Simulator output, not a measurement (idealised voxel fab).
Process module in this document: voxel transistor to metal
We display cut, a cross-section 285 nm in width whose square cells are each 5 nm.
We lay out every cross-section as a grid of square cells and spell it out in bands from the top down, where one band means one or more rows of cells. What a band's entry tells you: where the top is and where the bottom is, as heights in nm, and after that what lies inside, material by material from left to right, each with its width in nm. Empty space is written as the word "air", and a single material marked with the word "throughout" occupies the band from edge to edge. The reference from which all heights are counted is 0, the level beneath which the as-received wafer is entirely one material; the lowest band, having no lower bound, proceeds downward and is written after the example "from 0 down". Graded width ("30->40"): value in top row of band = first number; value in bottom row = second number; row-to-row change constant. No cell of the cross-section changed in a step that is given as "no modification". Reported under the label "Fully closed voids" are the empty spaces having no open way to the top and comprising 8 cells or more; the notation for each is width x height at distance, in which the distance is measured from the left edge and all three values are in nm. Step line, after settings: the simulator's comment on this step. The optional step-line setting "overlay nm" applies to steps with a mask and quantifies how far to the right of its planned location the mask lay, a negative value indicating leftward placement.
LIST OF PLANNED PROCESS STEPS
1. RECEIVE,material Si
2. OXIDIZE,depth nm 5
3. CONFORMAL_DEP,material SiN,thk nm 10
4. PATTERN,tone cover,mask id ACTIVE,material resist,width nm 115,pitch nm 135,thk nm 15,overlay nm 0
5. DIRECTIONAL_ETCH,etch materials SiN,depth nm 10
6. DIRECTIONAL_ETCH,etch materials SiO2,depth nm 5
7. DIRECTIONAL_ETCH,etch materials Si,depth nm 20
8. STRIP,etch materials resist
9. FILL_DEP,material SiO2,thk nm 15
10. CMP,height nm 10
11. SELECTIVE_ETCH,etch materials SiO2,depth nm 10
12. STRIP,etch materials SiN
13. SELECTIVE_ETCH,etch materials SiO2,depth nm 5
14. OXIDIZE,depth nm 5
15. DIRECTIONAL_DEP,material polySi,thk nm 25
16. DIRECTIONAL_DEP,material SiCN,thk nm 10
17. MASKED_ETCH,tone cover,mask id GATE,width nm 15,pitch nm 135,etch materials SiCN,depth nm 20,overlay nm 0
18. MASKED_ETCH,tone cover,mask id GATE,width nm 15,pitch nm 135,etch materials polySi,depth nm 35,overlay nm 0
19. CONFORMAL_DEP,material SiN,thk nm 5
20. DIRECTIONAL_ETCH,etch materials SiN,depth nm 5
21. DIRECTIONAL_ETCH,etch materials SiO2,depth nm 5
22. EPI,material nSi,thk nm 5
23. FILL_DEP,material SiO2,thk nm 5
24. CMP,height nm 30
25. DIRECTIONAL_DEP,material SiO2,thk nm 15
26. MASKED_ETCH,tone open,mask id CONTACT,width nm 20,etch materials SiO2,depth nm 50,overlay nm 0
27. CONFORMAL_DEP,material TiN,thk nm 5
28. FILL_DEP,material W,thk nm 5
29. CMP,height nm 45
30. CONFORMAL_DEP,material SiCN,thk nm 5
31. DIRECTIONAL_DEP,material SiO2,thk nm 25
32. PATTERN,tone open,mask id METAL_1,material resist,width nm 20,thk nm 20,overlay nm 0
33. DIRECTIONAL_ETCH,etch materials SiO2,depth nm 25
34. DIRECTIONAL_ETCH,etch materials SiCN,depth nm 5
35. STRIP,etch materials resist
36. CONFORMAL_DEP,material TiN,thk nm 5
37. FILL_DEP,material Cu,thk nm 10
38. CMP,height nm 75
39. CONFORMAL_DEP,material SiCN,thk nm 5
CROSS-SECTION: WAFER ON ARRIVAL = AFTER STEP 1
  from 0 down  Si throughout
  Fully closed voids: none
END-OF-MODULE XS, FIRST OF TWO WAFERS, RUN AS PLANNED
  from 80 to 75  SiCN throughout
  from 75 to 50  25 SiO2 / 5 TiN / 10 Cu / 5 TiN / 55 SiO2 / 5 TiN / 10 Cu / 5 TiN / 40 SiO2 / 5 TiN / 10 Cu / 5 TiN / 55 SiO2 / 5 TiN / 10 Cu / 5 TiN / 30 SiO2
  from 50 to 45  25 SiCN / 20 TiN / 55 SiCN / 20 TiN / 40 SiCN / 20 TiN / 55 SiCN / 20 TiN / 30 SiCN
  from 45 to 30  25 SiO2 / 5 TiN / 10 W / 5 TiN / 55 SiO2 / 5 TiN / 10 W / 5 TiN / 40 SiO2 / 5 TiN / 10 W / 5 TiN / 55 SiO2 / 5 TiN / 10 W / 5 TiN / 30 SiO2
  from 30 to 20  25 SiO2 / 5 TiN / 10 W / 5 TiN / 15 SiO2 / 5 SiN / 15 SiCN / 5 SiN / 15 SiO2 / 5 TiN / 10 W / 5 TiN / 40 SiO2 / 5 TiN / 10 W / 5 TiN / 15 SiO2 / 5 SiN / 15 SiCN / 5 SiN / 15 SiO2 / 5 TiN / 10 W / 5 TiN / 30 SiO2
  from 20 to 0  25 SiO2 / 5 TiN / 10 W / 5 TiN / 15 SiO2 / 5 SiN / 15 polySi / 5 SiN / 15 SiO2 / 5 TiN / 10 W / 5 TiN / 40 SiO2 / 5 TiN / 10 W / 5 TiN / 15 SiO2 / 5 SiN / 15 polySi / 5 SiN / 15 SiO2 / 5 TiN / 10 W / 5 TiN / 30 SiO2
  from 0 to -5  25 SiO2 / 20 TiN / 15 SiO2 / 5 SiN / 15 polySi / 5 SiN / 15 SiO2 / 20 TiN / 40 SiO2 / 20 TiN / 15 SiO2 / 5 SiN / 15 polySi / 5 SiN / 15 SiO2 / 20 TiN / 30 SiO2
  from -5 to -10  10 SiO2 / 50 nSi / 25 SiO2 / 50 nSi / 10 SiO2 / 50 nSi / 25 SiO2 / 50 nSi / 15 SiO2
  from -10 to -25  15 SiO2 / 115 Si / 20 SiO2 / 115 Si / 20 SiO2
  from -25 down  Si throughout
  Fully closed voids: none
SO THIS IS WAFER NUMBER TWO OF THE TWO, CUT AT THE END OF THE MODULE - IT STARTED WHERE THE FIRST DID AND HAD THE SAME PLAN, WE JUST GOT ONE THING WRONG RUNNING IT
  from 80 to 75  SiCN throughout
  from 75 to 50  25 SiO2 / 5 TiN / 10 Cu / 5 TiN / 55 SiO2 / 5 TiN / 10 Cu / 5 TiN / 40 SiO2 / 5 TiN / 10 Cu / 5 TiN / 55 SiO2 / 5 TiN / 10 Cu / 5 TiN / 30 SiO2
  from 50 to 45  25 SiCN / 20 TiN / 55 SiCN / 20 TiN / 40 SiCN / 20 TiN / 55 SiCN / 20 TiN / 30 SiCN
  from 45 to 30  25 SiO2 / 5 TiN / 10 W / 5 TiN / 55 SiO2 / 5 TiN / 10 W / 5 TiN / 40 SiO2 / 5 TiN / 10 W / 5 TiN / 55 SiO2 / 5 TiN / 10 W / 5 TiN / 30 SiO2
  from 30 to 15  25 SiO2 / 5 TiN / 10 W / 5 TiN / 15 SiO2 / 5 SiN / 15 polySi / 5 SiN / 15 SiO2 / 5 TiN / 10 W / 5 TiN / 40 SiO2 / 5 TiN / 10 W / 5 TiN / 15 SiO2 / 5 SiN / 15 polySi / 5 SiN / 15 SiO2 / 5 TiN / 10 W / 5 TiN / 30 SiO2
  from 15 to 10  25 SiO2 / 20 TiN / 15 SiO2 / 5 SiN / 15 polySi / 5 SiN / 15 SiO2 / 20 TiN / 40 SiO2 / 20 TiN / 15 SiO2 / 5 SiN / 15 polySi / 5 SiN / 15 SiO2 / 20 TiN / 30 SiO2
  from 10 to 0  15 SiO2 / 115 SiN / 20 SiO2 / 115 SiN / 20 SiO2
  from 0 to -5  SiO2 throughout
  from -5 to -25  15 SiO2 / 115 Si / 20 SiO2 / 115 Si / 20 SiO2
  from -25 down  Si throughout
  Fully closed voids: none
What broke from the plan during processing? execution of step 10 of the plan did not take place, the step having been omitted
Count the cells at the end and the second wafer has more or fewer of some materials than the first: Si: 46 more, SiCN: 12 fewer, SiN: 80 more, SiO2: 20 fewer, TiN: 24 fewer, W: 24 fewer, nSi: 40 fewer, polySi: 6 fewer
